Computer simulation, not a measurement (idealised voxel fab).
process module | voxel self aligned vias
cross-section cut | 160 nm wide | cells 5 nm
A cross-section is a grid of square cells, given in bands from the top down. A band is one or more rows of cells.
Each band's line starts with the height of the band's top and of its bottom, in nm. Then come its materials from left to right, each with its width in nm. One material with "throughout" fills the band from edge to edge. "air" is empty space.
Height 0 is the level under which the wafer as received is all one material. The lowest band goes on downwards, as in "0 down".
A width such as "30 to 40" changes by the same amount from each row of cells to the next, from the band's top row to its bottom row.
"no change" after a step means that no cell of the cross-section changed.
closed voids: empty space of 8 cells or more with no open way to the top, each as width x height at its distance from the left edge, in nm
after a step's settings: what the simulator itself notes on the step
overlay nm, on a step with a mask: how far to the right of its planned place the mask lay; to the left if negative
plan
1 op RECEIVE | material Si
2 op CONFORMAL_DEP | material SiO2 | thk nm 15
3 op CONFORMAL_DEP | material SiCN | thk nm 5
4 op DIRECTIONAL_DEP | material SiO2 | thk nm 30
5 op DIRECTIONAL_DEP | material aC | thk nm 10
6 op PATTERN | tone open | mask id LINES | material resist | width nm 20 | pitch nm 55 | thk nm 25 | overlay nm 0
7 op DIRECTIONAL_ETCH | etch materials aC | depth nm 10
8 op STRIP | etch materials resist
9 op DIRECTIONAL_ETCH | etch materials SiO2 | depth nm 30
10 op STRIP | etch materials aC
11 op CONFORMAL_DEP | material TiN | thk nm 5
12 op FILL_DEP | material Ru | thk nm 10
13 op CMP | height nm 50
14 op SELECTIVE_ETCH | etch materials W Ru TiN | depth nm 10
15 op FILL_DEP | material SiN | thk nm 10
16 op CMP | height nm 50
17 op DIRECTIONAL_DEP | material SiO2 | thk nm 20
18 op PATTERN | tone open | mask id VIAS | material resist | width nm 30 | thk nm 20 | overlay nm 0
19 op DIRECTIONAL_ETCH | etch materials SiO2 | depth nm 20
20 op DIRECTIONAL_ETCH | etch materials SiN | depth nm 10
21 op STRIP | etch materials resist
22 op CONFORMAL_DEP | material TiN | thk nm 5
23 op FILL_DEP | material Cu | thk nm 5
24 op CMP | height nm 70
25 op CONFORMAL_DEP | material SiN | thk nm 5
first wafer, as planned
as received, after step 1
  0 down: Si throughout
  closed voids: none
after step 2
  15 to 0: SiO2 throughout
  below 0: unchanged
after step 3
  20 to 15: SiCN throughout
  below 15: unchanged
after step 4
  50 to 20: SiO2 throughout
  below 20: unchanged
after step 5
  60 to 50: aC throughout
  below 50: unchanged
after step 6
  85 to 60: resist 40 | air 20 | resist 35 | air 20 | resist 45
  below 60: unchanged
after step 7
  75 to 60: resist 40 | air 20 | resist 35 | air 20 | resist 45
  60 to 50: aC 40 | air 20 | aC 35 | air 20 | aC 45
  below 50: unchanged
after step 8
  60 to 50: aC 40 | air 20 | aC 35 | air 20 | aC 45
  below 50: unchanged
after step 9
  60 to 50: aC 40 | air 20 | aC 35 | air 20 | aC 45
  50 to 20: SiO2 40 | air 20 | SiO2 35 | air 20 | SiO2 45
  below 20: unchanged
after step 10
  50 to 20: SiO2 40 | air 20 | SiO2 35 | air 20 | SiO2 45
  below 20: unchanged
after step 11
  55 to 50: TiN 45 | air 10 | TiN 45 | air 10 | TiN 50
  50 to 25: SiO2 40 | TiN 5 | air 10 | TiN 5 | SiO2 35 | TiN 5 | air 10 | TiN 5 | SiO2 45
  25 to 20: SiO2 40 | TiN 20 | SiO2 35 | TiN 20 | SiO2 45
  below 20: unchanged
after step 12
  65 to 55: Ru throughout
  55 to 50: TiN 45 | Ru 10 | TiN 45 | Ru 10 | TiN 50
  50 to 25: SiO2 40 | TiN 5 | Ru 10 | TiN 5 | SiO2 35 | TiN 5 | Ru 10 | TiN 5 | SiO2 45
  below 25: unchanged
after step 13
  50 to 25: SiO2 40 | TiN 5 | Ru 10 | TiN 5 | SiO2 35 | TiN 5 | Ru 10 | TiN 5 | SiO2 45
  below 25: unchanged
after step 14
  50 to 40: SiO2 40 | air 20 | SiO2 35 | air 20 | SiO2 45
  below 40: unchanged
after step 15
  60 to 50: SiN throughout
  50 to 40: SiO2 40 | SiN 20 | SiO2 35 | SiN 20 | SiO2 45
  below 40: unchanged
after step 16
  50 to 40: SiO2 40 | SiN 20 | SiO2 35 | SiN 20 | SiO2 45
  below 40: unchanged
after step 17
  70 to 50: SiO2 throughout
  below 50: unchanged
after step 18
  90 to 70: resist 35 | air 30 | resist 95
  below 70: unchanged
after step 19
  90 to 70: resist 35 | air 30 | resist 95
  70 to 50: SiO2 35 | air 30 | SiO2 95
  below 50: unchanged
after step 20
  90 to 70: resist 35 | air 30 | resist 95
  70 to 50: SiO2 35 | air 30 | SiO2 95
  50 to 40: SiO2 40 | air 20 | SiO2 35 | SiN 20 | SiO2 45
  below 40: unchanged
after step 21
  70 to 50: SiO2 35 | air 30 | SiO2 95
  below 50: unchanged
after step 22
  75 to 70: TiN 40 | air 20 | TiN 100
  70 to 55: SiO2 35 | TiN 5 | air 20 | TiN 5 | SiO2 95
  55 to 50: SiO2 35 | TiN 10 | air 10 | TiN 10 | SiO2 95
  50 to 45: SiO2 40 | TiN 5 | air 10 | TiN 5 | SiO2 35 | SiN 20 | SiO2 45
  45 to 40: SiO2 40 | TiN 20 | SiO2 35 | SiN 20 | SiO2 45
  below 40: unchanged
after step 23
  80 to 75: Cu throughout
  75 to 70: TiN 40 | Cu 20 | TiN 100
  70 to 55: SiO2 35 | TiN 5 | Cu 20 | TiN 5 | SiO2 95
  55 to 50: SiO2 35 | TiN 10 | Cu 10 | TiN 10 | SiO2 95
  50 to 45: SiO2 40 | TiN 5 | Cu 10 | TiN 5 | SiO2 35 | SiN 20 | SiO2 45
  below 45: unchanged
after step 24
  70 to 55: SiO2 35 | TiN 5 | Cu 20 | TiN 5 | SiO2 95
  below 55: unchanged
after step 25
  75 to 70: SiN throughout
  below 70: unchanged
second wafer: like start, like plan, one mistake. Through step 1 it matches the first wafer
when step 2 should have ended
  15 to 0: SiCN throughout
  below 0: unchanged
when step 3 should have ended
  20 to 0: SiCN throughout
  below 0: unchanged
when step 4 should have ended
  50 to 20: SiO2 throughout
  below 20: unchanged
when step 5 should have ended
  60 to 50: aC throughout
  below 50: unchanged
when step 6 should have ended
  85 to 60: resist 40 | air 20 | resist 35 | air 20 | resist 45
  below 60: unchanged
when step 7 should have ended
  75 to 60: resist 40 | air 20 | resist 35 | air 20 | resist 45
  60 to 50: aC 40 | air 20 | aC 35 | air 20 | aC 45
  below 50: unchanged
when step 8 should have ended
  60 to 50: aC 40 | air 20 | aC 35 | air 20 | aC 45
  below 50: unchanged
when step 9 should have ended
  60 to 50: aC 40 | air 20 | aC 35 | air 20 | aC 45
  50 to 20: SiO2 40 | air 20 | SiO2 35 | air 20 | SiO2 45
  below 20: unchanged
when step 10 should have ended
  50 to 20: SiO2 40 | air 20 | SiO2 35 | air 20 | SiO2 45
  below 20: unchanged
when step 11 should have ended
  55 to 50: TiN 45 | air 10 | TiN 45 | air 10 | TiN 50
  50 to 25: SiO2 40 | TiN 5 | air 10 | TiN 5 | SiO2 35 | TiN 5 | air 10 | TiN 5 | SiO2 45
  25 to 20: SiO2 40 | TiN 20 | SiO2 35 | TiN 20 | SiO2 45
  below 20: unchanged
when step 12 should have ended
  65 to 55: Ru throughout
  55 to 50: TiN 45 | Ru 10 | TiN 45 | Ru 10 | TiN 50
  50 to 25: SiO2 40 | TiN 5 | Ru 10 | TiN 5 | SiO2 35 | TiN 5 | Ru 10 | TiN 5 | SiO2 45
  below 25: unchanged
when step 13 should have ended
  50 to 25: SiO2 40 | TiN 5 | Ru 10 | TiN 5 | SiO2 35 | TiN 5 | Ru 10 | TiN 5 | SiO2 45
  below 25: unchanged
when step 14 should have ended
  50 to 40: SiO2 40 | air 20 | SiO2 35 | air 20 | SiO2 45
  below 40: unchanged
when step 15 should have ended
  60 to 50: SiN throughout
  50 to 40: SiO2 40 | SiN 20 | SiO2 35 | SiN 20 | SiO2 45
  below 40: unchanged
when step 16 should have ended
  50 to 40: SiO2 40 | SiN 20 | SiO2 35 | SiN 20 | SiO2 45
  below 40: unchanged
when step 17 should have ended
  70 to 50: SiO2 throughout
  below 50: unchanged
when step 18 should have ended
  90 to 70: resist 35 | air 30 | resist 95
  below 70: unchanged
when step 19 should have ended
  90 to 70: resist 35 | air 30 | resist 95
  70 to 50: SiO2 35 | air 30 | SiO2 95
  below 50: unchanged
when step 20 should have ended
  90 to 70: resist 35 | air 30 | resist 95
  70 to 50: SiO2 35 | air 30 | SiO2 95
  50 to 40: SiO2 40 | air 20 | SiO2 35 | SiN 20 | SiO2 45
  below 40: unchanged
when step 21 should have ended
  70 to 50: SiO2 35 | air 30 | SiO2 95
  below 50: unchanged
when step 22 should have ended
  75 to 70: TiN 40 | air 20 | TiN 100
  70 to 55: SiO2 35 | TiN 5 | air 20 | TiN 5 | SiO2 95
  55 to 50: SiO2 35 | TiN 10 | air 10 | TiN 10 | SiO2 95
  50 to 45: SiO2 40 | TiN 5 | air 10 | TiN 5 | SiO2 35 | SiN 20 | SiO2 45
  45 to 40: SiO2 40 | TiN 20 | SiO2 35 | SiN 20 | SiO2 45
  below 40: unchanged
when step 23 should have ended
  80 to 75: Cu throughout
  75 to 70: TiN 40 | Cu 20 | TiN 100
  70 to 55: SiO2 35 | TiN 5 | Cu 20 | TiN 5 | SiO2 95
  55 to 50: SiO2 35 | TiN 10 | Cu 10 | TiN 10 | SiO2 95
  50 to 45: SiO2 40 | TiN 5 | Cu 10 | TiN 5 | SiO2 35 | SiN 20 | SiO2 45
  below 45: unchanged
when step 24 should have ended
  70 to 55: SiO2 35 | TiN 5 | Cu 20 | TiN 5 | SiO2 95
  below 55: unchanged
when step 25 should have ended
  75 to 70: SiN throughout
  below 70: unchanged
what went wrong: step 2 ran as: op CONFORMAL_DEP | material SiCN | thk nm 15
at the end the second wafer has, in cells: 96 more of SiCN | 96 fewer of SiO2
